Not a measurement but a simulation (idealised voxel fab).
process module | voxel tone inversion
cross-section cut | 230 nm wide | cells 5 nm
A cross-section is a grid of square cells, given in bands from the top down. A band is one or more rows of cells.
Each band's line starts with the height of the band's top and of its bottom, in nm. Then come its materials from left to right, each with its width in nm. One material with "throughout" fills the band from edge to edge. "air" is empty space.
Height 0 is the level under which the wafer as received is all one material. The lowest band goes on downwards, as in "0 down".
A width such as "30 to 40" changes by the same amount from each row of cells to the next, from the band's top row to its bottom row.
"no change" after a step means that no cell of the cross-section changed.
closed voids: empty space of 8 cells or more with no open way to the top, each as width x height at its distance from the left edge, in nm
after a step's settings: what the simulator itself notes on the step
overlay nm, on a step with a mask: how far to the right of its planned place the mask lay; to the left if negative
plan
1 op RECEIVE | material Si
2 op CONFORMAL_DEP | material SiN | thk nm 10
3 op DIRECTIONAL_DEP | material polySi | thk nm 20
4 op PATTERN | tone cover | mask id POSTS | material resist | width nm 15 | pitch nm 40 | thk nm 25 | overlay nm 0
5 op DIRECTIONAL_ETCH | etch materials polySi | depth nm 20
6 op STRIP | etch materials resist
7 op FILL_DEP | material SiO2 | thk nm 5
8 op CMP | height nm 30
9 op STRIP | etch materials polySi
as received, after step 1
  0 down: Si throughout
  closed voids: none
a wafer at the end: this start, this plan, one mistake
  30 to 20: SiN throughout
  20 to 0: polySi throughout
  0 down: Si throughout
  closed voids: none
what went wrong: steps 2 and 3 were swapped
